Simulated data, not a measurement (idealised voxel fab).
The name of this process module is voxel gate over fins.
We display cut, a cross-section 235 nm in width whose square cells are each 5 nm.
The cross-sections in this document take the form of a grid made of square cells. They are written out as bands, in order from top to bottom. Each band consists of one or more rows of cells. Look at the band entry: it leads with the top's height and the bottom's height in nm. Then it lists the materials left to right, with a width in nm for each. The word "throughout" on a single material says that material fills the band edge to edge. The word "empty" is empty space. Height datum 0, below which the as-received substrate wafer is one material. Lowest band open at the bottom, running downward: "0 down". With a width like "30..40", each row of cells in the band differs from the next by the same amount, the top row carrying the first number and the bottom row the second. Where the words "remains unaltered" appear for a step, the cross-section shows no cell changed by that step; every cell remained as before. Listed in "Cavities, closed": every empty space of 8 or more cells without an open way to the top. Form: width x height at distance, the distance being from the left edge, all in nm. On a step's line, text after the settings is the simulator commenting on that step. A step line may carry the setting "overlay nm", which, for steps involving a mask, states the distance by which the mask lay to the right of its intended position; negative values denote displacement to the left.

# plan
1 RECEIVE | material Si
2 CONFORMAL_DEP | material SiN | thk nm 10
3 MASKED_ETCH | tone cover | mask id FINS | width nm 15 | pitch nm 50 | etch materials SiN | depth nm 10 | overlay nm 0
4 MASKED_ETCH | tone cover | mask id FINS | width nm 15 | pitch nm 50 | etch materials Si | depth nm 30 | overlay nm 0
5 OXIDIZE | depth nm 5
6 FILL_DEP | material SiO2 | thk nm 10
7 CMP | height nm 10
8 PATTERN | tone open | mask id RAIL | material resist | width nm 15 | thk nm 15 | overlay nm 0
9 DIRECTIONAL_ETCH | etch materials SiO2 | depth nm 35
10 STRIP | etch materials resist
11 CONFORMAL_DEP | material TiN | thk nm 5
12 FILL_DEP | material W | thk nm 5
13 CMP | height nm 10
14 SELECTIVE_ETCH | etch materials W Ru TiN | depth nm 30
15 FILL_DEP | material SiO2 | thk nm 5
16 CMP | height nm 10
17 SELECTIVE_ETCH | etch materials SiO2 | depth nm 20
18 STRIP | etch materials SiN
19 CONFORMAL_DEP | material HfO2 | thk nm 5
20 CONFORMAL_DEP | material TiN | thk nm 5
21 CONFORMAL_DEP | material TiAl | thk nm 5
22 CONFORMAL_DEP | material TiN | thk nm 5
23 FILL_DEP | material W | thk nm 10
24 CMP | height nm 25
25 CONFORMAL_DEP | material SiN | thk nm 5

# Concerning the first of two wafers, which was run in accordance with the plan

# Incoming wafer, cross-sectional view, post step 1
  0 down: Si throughout
  Cavities, closed: none

# Presented here is a cross-section of the wafer after step 2 has been performed
  10 to 0: SiN throughout
  Below 0 it's all the same as before, nothing changed down there.

# Presented here is a cross-section of the wafer after step 3 has been performed
  10 to 0: empty 35 nm | SiN 15 nm | empty 35 nm | SiN 15 nm | empty 35 nm | SiN 15 nm | empty 35 nm | SiN 15 nm | empty 35 nm
  Below 0 it's all the same as before, nothing changed down there.

# Presented here is a cross-section of the wafer after step 4 has been performed
  10 to 0: empty 35 nm | SiN 15 nm | empty 35 nm | SiN 15 nm | empty 35 nm | SiN 15 nm | empty 35 nm | SiN 15 nm | empty 35 nm
  0 to -30: empty 35 nm | Si 15 nm | empty 35 nm | Si 15 nm | empty 35 nm | Si 15 nm | empty 35 nm | Si 15 nm | empty 35 nm
  Below -30 it's all the same as before, nothing changed down there.

# Presented here is a cross-section of the wafer after step 5 has been performed
  10 to 0: empty 35 nm | SiN 15 nm | empty 35 nm | SiN 15 nm | empty 35 nm | SiN 15 nm | empty 35 nm | SiN 15 nm | empty 35 nm
  0 to -30: empty 35 nm | SiO2 5 nm | Si 5 nm | SiO2 5 nm | empty 35 nm | SiO2 5 nm | Si 5 nm | SiO2 5 nm | empty 35 nm | SiO2 5 nm | Si 5 nm | SiO2 5 nm | empty 35 nm | SiO2 5 nm | Si 5 nm | SiO2 5 nm | empty 35 nm
  -30 to -35: SiO2 40 nm | Si 5 nm | SiO2 45 nm | Si 5 nm | SiO2 45 nm | Si 5 nm | SiO2 45 nm | Si 5 nm | SiO2 40 nm
  Below -35 it's all the same as before, nothing changed down there.

# Presented here is a cross-section of the wafer after step 6 has been performed
  20 to 10: SiO2 throughout
  10 to 0: SiO2 35 nm | SiN 15 nm | SiO2 35 nm | SiN 15 nm | SiO2 35 nm | SiN 15 nm | SiO2 35 nm | SiN 15 nm | SiO2 35 nm
  0 to -35: SiO2 40 nm | Si 5 nm | SiO2 45 nm | Si 5 nm | SiO2 45 nm | Si 5 nm | SiO2 45 nm | Si 5 nm | SiO2 40 nm
  Below -35 it's all the same as before, nothing changed down there.

# Presented here is a cross-section of the wafer after step 7 has been performed
  10 to 0: SiO2 35 nm | SiN 15 nm | SiO2 35 nm | SiN 15 nm | SiO2 35 nm | SiN 15 nm | SiO2 35 nm | SiN 15 nm | SiO2 35 nm
  Below 0 it's all the same as before, nothing changed down there.

# Presented here is a cross-section of the wafer after step 8 has been performed
  25 to 10: resist 60 nm | empty 15 nm | resist 160 nm
  Below 10 it's all the same as before, nothing changed down there.

# Presented here is a cross-section of the wafer after step 9 has been performed
  25 to 10: resist 60 nm | empty 15 nm | resist 160 nm
  10 to 0: SiO2 35 nm | SiN 15 nm | SiO2 10 nm | empty 15 nm | SiO2 10 nm | SiN 15 nm | SiO2 35 nm | SiN 15 nm | SiO2 35 nm | SiN 15 nm | SiO2 35 nm
  0 to -25: SiO2 40 nm | Si 5 nm | SiO2 15 nm | empty 15 nm | SiO2 15 nm | Si 5 nm | SiO2 45 nm | Si 5 nm | SiO2 45 nm | Si 5 nm | SiO2 40 nm
  Below -25 it's all the same as before, nothing changed down there.

# Presented here is a cross-section of the wafer after step 10 has been performed
  10 to 0: SiO2 35 nm | SiN 15 nm | SiO2 10 nm | empty 15 nm | SiO2 10 nm | SiN 15 nm | SiO2 35 nm | SiN 15 nm | SiO2 35 nm | SiN 15 nm | SiO2 35 nm
  Below 0 it's all the same as before, nothing changed down there.

# Presented here is a cross-section of the wafer after step 11 has been performed
  15 to 10: TiN 65 nm | empty 5 nm | TiN 165 nm
  10 to 0: SiO2 35 nm | SiN 15 nm | SiO2 10 nm | TiN 5 nm | empty 5 nm | TiN 5 nm | SiO2 10 nm | SiN 15 nm | SiO2 35 nm | SiN 15 nm | SiO2 35 nm | SiN 15 nm | SiO2 35 nm
  0 to -20: SiO2 40 nm | Si 5 nm | SiO2 15 nm | TiN 5 nm | empty 5 nm | TiN 5 nm | SiO2 15 nm | Si 5 nm | SiO2 45 nm | Si 5 nm | SiO2 45 nm | Si 5 nm | SiO2 40 nm
  -20 to -25: SiO2 40 nm | Si 5 nm | SiO2 15 nm | TiN 15 nm | SiO2 15 nm | Si 5 nm | SiO2 45 nm | Si 5 nm | SiO2 45 nm | Si 5 nm | SiO2 40 nm
  Below -25 it's all the same as before, nothing changed down there.

# Presented here is a cross-section of the wafer after step 12 has been performed
  20 to 15: W throughout
  15 to 10: TiN 65 nm | W 5 nm | TiN 165 nm
  10 to 0: SiO2 35 nm | SiN 15 nm | SiO2 10 nm | TiN 5 nm | W 5 nm | TiN 5 nm | SiO2 10 nm | SiN 15 nm | SiO2 35 nm | SiN 15 nm | SiO2 35 nm | SiN 15 nm | SiO2 35 nm
  0 to -20: SiO2 40 nm | Si 5 nm | SiO2 15 nm | TiN 5 nm | W 5 nm | TiN 5 nm | SiO2 15 nm | Si 5 nm | SiO2 45 nm | Si 5 nm | SiO2 45 nm | Si 5 nm | SiO2 40 nm
  Below -20 it's all the same as before, nothing changed down there.

# Presented here is a cross-section of the wafer after step 13 has been performed
  10 to 0: SiO2 35 nm | SiN 15 nm | SiO2 10 nm | TiN 5 nm | W 5 nm | TiN 5 nm | SiO2 10 nm | SiN 15 nm | SiO2 35 nm | SiN 15 nm | SiO2 35 nm | SiN 15 nm | SiO2 35 nm
  Below 0 it's all the same as before, nothing changed down there.

# Presented here is a cross-section of the wafer after step 14 has been performed
  10 to 0: SiO2 35 nm | SiN 15 nm | SiO2 10 nm | empty 15 nm | SiO2 10 nm | SiN 15 nm | SiO2 35 nm | SiN 15 nm | SiO2 35 nm | SiN 15 nm | SiO2 35 nm
  0 to -20: SiO2 40 nm | Si 5 nm | SiO2 15 nm | empty 15 nm | SiO2 15 nm | Si 5 nm | SiO2 45 nm | Si 5 nm | SiO2 45 nm | Si 5 nm | SiO2 40 nm
  Below -20 it's all the same as before, nothing changed down there.

# Presented here is a cross-section of the wafer after step 15 has been performed
  15 to 10: SiO2 throughout
  10 to 0: SiO2 35 nm | SiN 15 nm | SiO2 35 nm | SiN 15 nm | SiO2 35 nm | SiN 15 nm | SiO2 35 nm | SiN 15 nm | SiO2 35 nm
  0 to -20: SiO2 40 nm | Si 5 nm | SiO2 45 nm | Si 5 nm | SiO2 45 nm | Si 5 nm | SiO2 45 nm | Si 5 nm | SiO2 40 nm
  Below -20 it's all the same as before, nothing changed down there.

# Presented here is a cross-section of the wafer after step 16 has been performed
  10 to 0: SiO2 35 nm | SiN 15 nm | SiO2 35 nm | SiN 15 nm | SiO2 35 nm | SiN 15 nm | SiO2 35 nm | SiN 15 nm | SiO2 35 nm
  Below 0 it's all the same as before, nothing changed down there.

# Presented here is a cross-section of the wafer after step 17 has been performed
  10 to 0: empty 35 nm | SiN 15 nm | empty 35 nm | SiN 15 nm | empty 35 nm | SiN 15 nm | empty 35 nm | SiN 15 nm | empty 35 nm
  0 to -10: empty 40 nm | Si 5 nm | empty 45 nm | Si 5 nm | empty 45 nm | Si 5 nm | empty 45 nm | Si 5 nm | empty 40 nm
  Below -10 it's all the same as before, nothing changed down there.

# Presented here is a cross-section of the wafer after step 18 has been performed
  0 to -10: empty 40 nm | Si 5 nm | empty 45 nm | Si 5 nm | empty 45 nm | Si 5 nm | empty 45 nm | Si 5 nm | empty 40 nm
  Below -10 it's all the same as before, nothing changed down there.

# Presented here is a cross-section of the wafer after step 19 has been performed
  5 to 0: empty 35 nm | HfO2 15 nm | empty 35 nm | HfO2 15 nm | empty 35 nm | HfO2 15 nm | empty 35 nm | HfO2 15 nm | empty 35 nm
  0 to -5: empty 35 nm | HfO2 5 nm | Si 5 nm | HfO2 5 nm | empty 35 nm | HfO2 5 nm | Si 5 nm | HfO2 5 nm | empty 35 nm | HfO2 5 nm | Si 5 nm | HfO2 5 nm | empty 35 nm | HfO2 5 nm | Si 5 nm | HfO2 5 nm | empty 35 nm
  -5 to -10: HfO2 40 nm | Si 5 nm | HfO2 45 nm | Si 5 nm | HfO2 45 nm | Si 5 nm | HfO2 45 nm | Si 5 nm | HfO2 40 nm
  Below -10 it's all the same as before, nothing changed down there.

# Presented here is a cross-section of the wafer after step 20 has been performed
  10 to 5: empty 30 nm | TiN 25 nm | empty 25 nm | TiN 25 nm | empty 25 nm | TiN 25 nm | empty 25 nm | TiN 25 nm | empty 30 nm
  5 to 0: empty 30 nm | TiN 5 nm | HfO2 15 nm | TiN 5 nm | empty 25 nm | TiN 5 nm | HfO2 15 nm | TiN 5 nm | empty 25 nm | TiN 5 nm | HfO2 15 nm | TiN 5 nm | empty 25 nm | TiN 5 nm | HfO2 15 nm | TiN 5 nm | empty 30 nm
  0 to -5: TiN 35 nm | HfO2 5 nm | Si 5 nm | HfO2 5 nm | TiN 35 nm | HfO2 5 nm | Si 5 nm | HfO2 5 nm | TiN 35 nm | HfO2 5 nm | Si 5 nm | HfO2 5 nm | TiN 35 nm | HfO2 5 nm | Si 5 nm | HfO2 5 nm | TiN 35 nm
  Below -5 it's all the same as before, nothing changed down there.

# Presented here is a cross-section of the wafer after step 21 has been performed
  15 to 10: empty 25 nm | TiAl 35 nm | empty 15 nm | TiAl 35 nm | empty 15 nm | TiAl 35 nm | empty 15 nm | TiAl 35 nm | empty 25 nm
  10 to 5: empty 25 nm | TiAl 5 nm | TiN 25 nm | TiAl 5 nm | empty 15 nm | TiAl 5 nm | TiN 25 nm | TiAl 5 nm | empty 15 nm | TiAl 5 nm | TiN 25 nm | TiAl 5 nm | empty 15 nm | TiAl 5 nm | TiN 25 nm | TiAl 5 nm | empty 25 nm
  5 to 0: TiAl 30 nm | TiN 5 nm | HfO2 15 nm | TiN 5 nm | TiAl 25 nm | TiN 5 nm | HfO2 15 nm | TiN 5 nm | TiAl 25 nm | TiN 5 nm | HfO2 15 nm | TiN 5 nm | TiAl 25 nm | TiN 5 nm | HfO2 15 nm | TiN 5 nm | TiAl 30 nm
  Below 0 it's all the same as before, nothing changed down there.

# Presented here is a cross-section of the wafer after step 22 has been performed
  20 to 15: empty 20 nm | TiN 45 nm | empty 5 nm | TiN 45 nm | empty 5 nm | TiN 45 nm | empty 5 nm | TiN 45 nm | empty 20 nm
  15 to 10: empty 20 nm | TiN 5 nm | TiAl 35 nm | TiN 5 nm | empty 5 nm | TiN 5 nm | TiAl 35 nm | TiN 5 nm | empty 5 nm | TiN 5 nm | TiAl 35 nm | TiN 5 nm | empty 5 nm | TiN 5 nm | TiAl 35 nm | TiN 5 nm | empty 20 nm
  10 to 5: TiN 25 nm | TiAl 5 nm | TiN 25 nm | TiAl 5 nm | TiN 15 nm | TiAl 5 nm | TiN 25 nm | TiAl 5 nm | TiN 15 nm | TiAl 5 nm | TiN 25 nm | TiAl 5 nm | TiN 15 nm | TiAl 5 nm | TiN 25 nm | TiAl 5 nm | TiN 25 nm
  Below 5 it's all the same as before, nothing changed down there.

# Presented here is a cross-section of the wafer after step 23 has been performed
  30 to 20: W throughout
  20 to 15: W 20 nm | TiN 45 nm | W 5 nm | TiN 45 nm | W 5 nm | TiN 45 nm | W 5 nm | TiN 45 nm | W 20 nm
  15 to 10: W 20 nm | TiN 5 nm | TiAl 35 nm | TiN 5 nm | W 5 nm | TiN 5 nm | TiAl 35 nm | TiN 5 nm | W 5 nm | TiN 5 nm | TiAl 35 nm | TiN 5 nm | W 5 nm | TiN 5 nm | TiAl 35 nm | TiN 5 nm | W 20 nm
  Below 10 it's all the same as before, nothing changed down there.

# Presented here is a cross-section of the wafer after step 24 has been performed
  25 to 20: W throughout
  Below 20 it's all the same as before, nothing changed down there.

# Presented here is a cross-section of the wafer after step 25 has been performed
  30 to 25: SiN throughout
  Below 25 it's all the same as before, nothing changed down there.

# Wafer two. Same start, same plan, one slip in execution. Same as wafer one through step 3, inclusive

# Second wafer, cut view, end of step 4 per plan
  10 to 0: empty 35 nm | SiN 15 nm | empty 35 nm | SiN 15 nm | empty 35 nm | SiN 15 nm | empty 35 nm | SiN 15 nm | empty 35 nm
  0 to -30: empty 35 nm | Si 25 nm | empty 25 nm | Si 25 nm | empty 25 nm | Si 25 nm | empty 25 nm | Si 25 nm | empty 25 nm
  Below -30 it's all the same as before, nothing changed down there.

# Second wafer, cut view, end of step 5 per plan
  10 to 0: empty 35 nm | SiN 15 nm | empty 35 nm | SiN 15 nm | empty 35 nm | SiN 15 nm | empty 35 nm | SiN 15 nm | empty 35 nm
  0 to -5: empty 35 nm | SiO2 5 nm | Si 5 nm | SiO2 15 nm | empty 25 nm | SiO2 5 nm | Si 5 nm | SiO2 15 nm | empty 25 nm | SiO2 5 nm | Si 5 nm | SiO2 15 nm | empty 25 nm | SiO2 5 nm | Si 5 nm | SiO2 15 nm | empty 25 nm
  -5 to -30: empty 35 nm | SiO2 5 nm | Si 15 nm | SiO2 5 nm | empty 25 nm | SiO2 5 nm | Si 15 nm | SiO2 5 nm | empty 25 nm | SiO2 5 nm | Si 15 nm | SiO2 5 nm | empty 25 nm | SiO2 5 nm | Si 15 nm | SiO2 5 nm | empty 25 nm
  -30 to -35: SiO2 40 nm | Si 15 nm | SiO2 35 nm | Si 15 nm | SiO2 35 nm | Si 15 nm | SiO2 35 nm | Si 15 nm | SiO2 30 nm
  Below -35 it's all the same as before, nothing changed down there.

# Second wafer, cut view, end of step 6 per plan
  20 to 10: SiO2 throughout
  10 to 0: SiO2 35 nm | SiN 15 nm | SiO2 35 nm | SiN 15 nm | SiO2 35 nm | SiN 15 nm | SiO2 35 nm | SiN 15 nm | SiO2 35 nm
  0 to -5: SiO2 40 nm | Si 5 nm | SiO2 45 nm | Si 5 nm | SiO2 45 nm | Si 5 nm | SiO2 45 nm | Si 5 nm | SiO2 40 nm
  -5 to -35: SiO2 40 nm | Si 15 nm | SiO2 35 nm | Si 15 nm | SiO2 35 nm | Si 15 nm | SiO2 35 nm | Si 15 nm | SiO2 30 nm
  Below -35 it's all the same as before, nothing changed down there.

# Second wafer, cut view, end of step 7 per plan
  10 to 0: SiO2 35 nm | SiN 15 nm | SiO2 35 nm | SiN 15 nm | SiO2 35 nm | SiN 15 nm | SiO2 35 nm | SiN 15 nm | SiO2 35 nm
  Below 0 it's all the same as before, nothing changed down there.

# Second wafer, cut view, end of step 8 per plan
  25 to 10: resist 60 nm | empty 15 nm | resist 160 nm
  Below 10 it's all the same as before, nothing changed down there.

# Second wafer, cut view, end of step 9 per plan
  25 to 10: resist 60 nm | empty 15 nm | resist 160 nm
  10 to 0: SiO2 35 nm | SiN 15 nm | SiO2 10 nm | empty 15 nm | SiO2 10 nm | SiN 15 nm | SiO2 35 nm | SiN 15 nm | SiO2 35 nm | SiN 15 nm | SiO2 35 nm
  0 to -5: SiO2 40 nm | Si 5 nm | SiO2 15 nm | empty 15 nm | SiO2 15 nm | Si 5 nm | SiO2 45 nm | Si 5 nm | SiO2 45 nm | Si 5 nm | SiO2 40 nm
  -5 to -25: SiO2 40 nm | Si 15 nm | SiO2 5 nm | empty 15 nm | SiO2 15 nm | Si 15 nm | SiO2 35 nm | Si 15 nm | SiO2 35 nm | Si 15 nm | SiO2 30 nm
  Below -25 it's all the same as before, nothing changed down there.

# Second wafer, cut view, end of step 10 per plan
  10 to 0: SiO2 35 nm | SiN 15 nm | SiO2 10 nm | empty 15 nm | SiO2 10 nm | SiN 15 nm | SiO2 35 nm | SiN 15 nm | SiO2 35 nm | SiN 15 nm | SiO2 35 nm
  Below 0 it's all the same as before, nothing changed down there.

# Second wafer, cut view, end of step 11 per plan
  15 to 10: TiN 65 nm | empty 5 nm | TiN 165 nm
  10 to 0: SiO2 35 nm | SiN 15 nm | SiO2 10 nm | TiN 5 nm | empty 5 nm | TiN 5 nm | SiO2 10 nm | SiN 15 nm | SiO2 35 nm | SiN 15 nm | SiO2 35 nm | SiN 15 nm | SiO2 35 nm
  0 to -5: SiO2 40 nm | Si 5 nm | SiO2 15 nm | TiN 5 nm | empty 5 nm | TiN 5 nm | SiO2 15 nm | Si 5 nm | SiO2 45 nm | Si 5 nm | SiO2 45 nm | Si 5 nm | SiO2 40 nm
  -5 to -20: SiO2 40 nm | Si 15 nm | SiO2 5 nm | TiN 5 nm | empty 5 nm | TiN 5 nm | SiO2 15 nm | Si 15 nm | SiO2 35 nm | Si 15 nm | SiO2 35 nm | Si 15 nm | SiO2 30 nm
  -20 to -25: SiO2 40 nm | Si 15 nm | SiO2 5 nm | TiN 15 nm | SiO2 15 nm | Si 15 nm | SiO2 35 nm | Si 15 nm | SiO2 35 nm | Si 15 nm | SiO2 30 nm
  Below -25 it's all the same as before, nothing changed down there.

# Second wafer, cut view, end of step 12 per plan
  20 to 15: W throughout
  15 to 10: TiN 65 nm | W 5 nm | TiN 165 nm
  10 to 0: SiO2 35 nm | SiN 15 nm | SiO2 10 nm | TiN 5 nm | W 5 nm | TiN 5 nm | SiO2 10 nm | SiN 15 nm | SiO2 35 nm | SiN 15 nm | SiO2 35 nm | SiN 15 nm | SiO2 35 nm
  0 to -5: SiO2 40 nm | Si 5 nm | SiO2 15 nm | TiN 5 nm | W 5 nm | TiN 5 nm | SiO2 15 nm | Si 5 nm | SiO2 45 nm | Si 5 nm | SiO2 45 nm | Si 5 nm | SiO2 40 nm
  -5 to -20: SiO2 40 nm | Si 15 nm | SiO2 5 nm | TiN 5 nm | W 5 nm | TiN 5 nm | SiO2 15 nm | Si 15 nm | SiO2 35 nm | Si 15 nm | SiO2 35 nm | Si 15 nm | SiO2 30 nm
  Below -20 it's all the same as before, nothing changed down there.

# Second wafer, cut view, end of step 13 per plan
  10 to 0: SiO2 35 nm | SiN 15 nm | SiO2 10 nm | TiN 5 nm | W 5 nm | TiN 5 nm | SiO2 10 nm | SiN 15 nm | SiO2 35 nm | SiN 15 nm | SiO2 35 nm | SiN 15 nm | SiO2 35 nm
  Below 0 it's all the same as before, nothing changed down there.

# Second wafer, cut view, end of step 14 per plan
  10 to 0: SiO2 35 nm | SiN 15 nm | SiO2 10 nm | empty 15 nm | SiO2 10 nm | SiN 15 nm | SiO2 35 nm | SiN 15 nm | SiO2 35 nm | SiN 15 nm | SiO2 35 nm
  0 to -5: SiO2 40 nm | Si 5 nm | SiO2 15 nm | empty 15 nm | SiO2 15 nm | Si 5 nm | SiO2 45 nm | Si 5 nm | SiO2 45 nm | Si 5 nm | SiO2 40 nm
  -5 to -20: SiO2 40 nm | Si 15 nm | SiO2 5 nm | empty 15 nm | SiO2 15 nm | Si 15 nm | SiO2 35 nm | Si 15 nm | SiO2 35 nm | Si 15 nm | SiO2 30 nm
  Below -20 it's all the same as before, nothing changed down there.

# Second wafer, cut view, end of step 15 per plan
  15 to 10: SiO2 throughout
  10 to 0: SiO2 35 nm | SiN 15 nm | SiO2 35 nm | SiN 15 nm | SiO2 35 nm | SiN 15 nm | SiO2 35 nm | SiN 15 nm | SiO2 35 nm
  0 to -5: SiO2 40 nm | Si 5 nm | SiO2 45 nm | Si 5 nm | SiO2 45 nm | Si 5 nm | SiO2 45 nm | Si 5 nm | SiO2 40 nm
  -5 to -20: SiO2 40 nm | Si 15 nm | SiO2 35 nm | Si 15 nm | SiO2 35 nm | Si 15 nm | SiO2 35 nm | Si 15 nm | SiO2 30 nm
  Below -20 it's all the same as before, nothing changed down there.

# Second wafer, cut view, end of step 16 per plan
  10 to 0: SiO2 35 nm | SiN 15 nm | SiO2 35 nm | SiN 15 nm | SiO2 35 nm | SiN 15 nm | SiO2 35 nm | SiN 15 nm | SiO2 35 nm
  Below 0 it's all the same as before, nothing changed down there.

# Second wafer, cut view, end of step 17 per plan
  10 to 0: empty 35 nm | SiN 15 nm | empty 35 nm | SiN 15 nm | empty 35 nm | SiN 15 nm | empty 35 nm | SiN 15 nm | empty 35 nm
  0 to -10: empty 40 nm | Si 5..15 nm | empty 45..35 nm | Si 5..15 nm | empty 45..35 nm | Si 5..15 nm | empty 45..35 nm | Si 5..15 nm | empty 40..30 nm
  Below -10 it's all the same as before, nothing changed down there.

# Second wafer, cut view, end of step 18 per plan
  0 to -10: empty 40 nm | Si 5..15 nm | empty 45..35 nm | Si 5..15 nm | empty 45..35 nm | Si 5..15 nm | empty 45..35 nm | Si 5..15 nm | empty 40..30 nm
  Below -10 it's all the same as before, nothing changed down there.

# Second wafer, cut view, end of step 19 per plan
  5 to 0: empty 35 nm | HfO2 15 nm | empty 35 nm | HfO2 15 nm | empty 35 nm | HfO2 15 nm | empty 35 nm | HfO2 15 nm | empty 35 nm
  0 to -5: empty 35 nm | HfO2 5 nm | Si 5 nm | HfO2 15 nm | empty 25 nm | HfO2 5 nm | Si 5 nm | HfO2 15 nm | empty 25 nm | HfO2 5 nm | Si 5 nm | HfO2 15 nm | empty 25 nm | HfO2 5 nm | Si 5 nm | HfO2 15 nm | empty 25 nm
  -5 to -10: HfO2 40 nm | Si 15 nm | HfO2 35 nm | Si 15 nm | HfO2 35 nm | Si 15 nm | HfO2 35 nm | Si 15 nm | HfO2 30 nm
  Below -10 it's all the same as before, nothing changed down there.

# Second wafer, cut view, end of step 20 per plan
  10 to 5: empty 30 nm | TiN 25 nm | empty 25 nm | TiN 25 nm | empty 25 nm | TiN 25 nm | empty 25 nm | TiN 25 nm | empty 30 nm
  5 to 0: empty 30 nm | TiN 5 nm | HfO2 15 nm | TiN 15 nm | empty 15 nm | TiN 5 nm | HfO2 15 nm | TiN 15 nm | empty 15 nm | TiN 5 nm | HfO2 15 nm | TiN 15 nm | empty 15 nm | TiN 5 nm | HfO2 15 nm | TiN 15 nm | empty 20 nm
  0 to -5: TiN 35 nm | HfO2 5 nm | Si 5 nm | HfO2 15 nm | TiN 25 nm | HfO2 5 nm | Si 5 nm | HfO2 15 nm | TiN 25 nm | HfO2 5 nm | Si 5 nm | HfO2 15 nm | TiN 25 nm | HfO2 5 nm | Si 5 nm | HfO2 15 nm | TiN 25 nm
  Below -5 it's all the same as before, nothing changed down there.

# Second wafer, cut view, end of step 21 per plan
  15 to 10: empty 25 nm | TiAl 35 nm | empty 15 nm | TiAl 35 nm | empty 15 nm | TiAl 35 nm | empty 15 nm | TiAl 35 nm | empty 25 nm
  10 to 5: empty 25 nm | TiAl 5 nm | TiN 25 nm | TiAl 15 nm | empty 5 nm | TiAl 5 nm | TiN 25 nm | TiAl 15 nm | empty 5 nm | TiAl 5 nm | TiN 25 nm | TiAl 15 nm | empty 5 nm | TiAl 5 nm | TiN 25 nm | TiAl 15 nm | empty 15 nm
  5 to 0: TiAl 30 nm | TiN 5 nm | HfO2 15 nm | TiN 15 nm | TiAl 15 nm | TiN 5 nm | HfO2 15 nm | TiN 15 nm | TiAl 15 nm | TiN 5 nm | HfO2 15 nm | TiN 15 nm | TiAl 15 nm | TiN 5 nm | HfO2 15 nm | TiN 15 nm | TiAl 20 nm
  Below 0 it's all the same as before, nothing changed down there.

# Second wafer, cut view, end of step 22 per plan
  20 to 15: empty 20 nm | TiN 45 nm | empty 5 nm | TiN 45 nm | empty 5 nm | TiN 45 nm | empty 5 nm | TiN 45 nm | empty 20 nm
  15 to 10: empty 20 nm | TiN 5 nm | TiAl 35 nm | TiN 15 nm | TiAl 35 nm | TiN 15 nm | TiAl 35 nm | TiN 15 nm | TiAl 35 nm | TiN 15 nm | empty 10 nm
  10 to 5: TiN 25 nm | TiAl 5 nm | TiN 25 nm | TiAl 15 nm | TiN 5 nm | TiAl 5 nm | TiN 25 nm | TiAl 15 nm | TiN 5 nm | TiAl 5 nm | TiN 25 nm | TiAl 15 nm | TiN 5 nm | TiAl 5 nm | TiN 25 nm | TiAl 15 nm | TiN 15 nm
  Below 5 it's all the same as before, nothing changed down there.

# Second wafer, cut view, end of step 23 per plan
  30 to 20: W throughout
  20 to 15: W 20 nm | TiN 45 nm | W 5 nm | TiN 45 nm | W 5 nm | TiN 45 nm | W 5 nm | TiN 45 nm | W 20 nm
  15 to 10: W 20 nm | TiN 5 nm | TiAl 35 nm | TiN 15 nm | TiAl 35 nm | TiN 15 nm | TiAl 35 nm | TiN 15 nm | TiAl 35 nm | TiN 15 nm | W 10 nm
  Below 10 it's all the same as before, nothing changed down there.

# Second wafer, cut view, end of step 24 per plan
  25 to 20: W throughout
  Below 20 it's all the same as before, nothing changed down there.

# Second wafer, cut view, end of step 25 per plan
  30 to 25: SiN throughout
  Below 25 it's all the same as before, nothing changed down there.
Heads up, the wafer didn't run the way we planned it: step 4 did not use the planned setting and instead ran as MASKED_ETCH | tone cover | mask id FINS | width nm 15 | pitch nm 50 | etch materials Si | depth nm 30 | overlay nm 10
Bottom line after processing is that, in cells, the second wafer is up or down on some materials versus the first: Si +48, SiO2 -40, TiN -3, W -5
